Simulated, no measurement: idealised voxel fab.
Module name: voxel trench capacitor (process module)
Cross-section cut: width 225 nm, square cells of 5 nm.
Format of a cross-section: grid, square cells. Given as bands. Order: top down. Band: one or more rows of cells.
Heads up on the band format: heights come first, top then bottom, in nm. After that it's the materials left to right, each with its width in nm. A single material flagged "throughout" fills the whole band edge to edge, and "empty" means there's empty space there.
Basically, 0 is our baseline, since under it the wafer straight out of the box is all one material. The bottom band has no lower end and keeps on going down, so it looks like "0 down".
A two-number width, for instance "30 to 40", indicates that the width is equal to the first number in the top row of the band and to the second number in the bottom row, and that it changes by a constant amount per row of cells.
Basically "everything unchanged" means that step didn't change any cell in the cross-section.
Voids not open to the top, 8 cells minimum: see "Fully enclosed voids". Written width x height at distance; distance is from the left edge; nm.
Where a step's line continues beyond its settings, the continuation is a remark by the simulator itself on that step.
You can add "overlay nm" to a step's line. For a step with a mask, it describes how far the mask lay to the right of its planned position, and a negative number describes a lay to the left.
THIS SECTION LISTS THE PROCESS STEPS THAT WERE PLANNED
step 1: RECEIVE [material Si]
step 2: CONFORMAL_DEP [material SiN] [thk nm 10]
step 3: PATTERN [tone open] [mask id TRENCH] [material resist] [width nm 25] [pitch nm 50] [thk nm 20] [overlay nm 0]
step 4: DIRECTIONAL_ETCH [etch materials SiN] [depth nm 10]
step 5: DIRECTIONAL_ETCH [etch materials Si] [depth nm 30]
step 6: STRIP [etch materials resist]
step 7: CONFORMAL_DEP [material Al2O3] [thk nm 5]
step 8: FILL_DEP [material polySi] [thk nm 10]
step 9: CMP [height nm 10]
AS-RECEIVED WAFER CROSS-SECTION (AFTER STEP 1)
* 0 down = Si throughout
* Fully enclosed voids: none
CROSS-SECTION AT MODULE END, ONE RUN ERROR; START AND PLAN UNCHANGED FROM ABOVE
* 10 to 0 = 45 nm SiN, then 5 nm Al2O3, then 15 nm polySi, then 5 nm Al2O3, then 25 nm SiN, then 5 nm Al2O3, then 15 nm polySi, then 5 nm Al2O3, then 25 nm SiN, then 5 nm Al2O3, then 15 nm polySi, then 5 nm Al2O3, then 55 nm SiN
* 0 to -25 = 45 nm Si, then 5 nm Al2O3, then 15 nm polySi, then 5 nm Al2O3, then 25 nm Si, then 5 nm Al2O3, then 15 nm polySi, then 5 nm Al2O3, then 25 nm Si, then 5 nm Al2O3, then 15 nm polySi, then 5 nm Al2O3, then 55 nm Si
* -25 to -30 = 45 nm Si, then 25 nm Al2O3, then 25 nm Si, then 25 nm Al2O3, then 25 nm Si, then 25 nm Al2O3, then 55 nm Si
* -30 down = Si throughout
* Fully enclosed voids: none
Plan not followed: not per plan at step 3, really ran PATTERN [tone open] [mask id TRENCH] [material resist] [width nm 25] [pitch nm 50] [thk nm 20] [overlay nm -5]
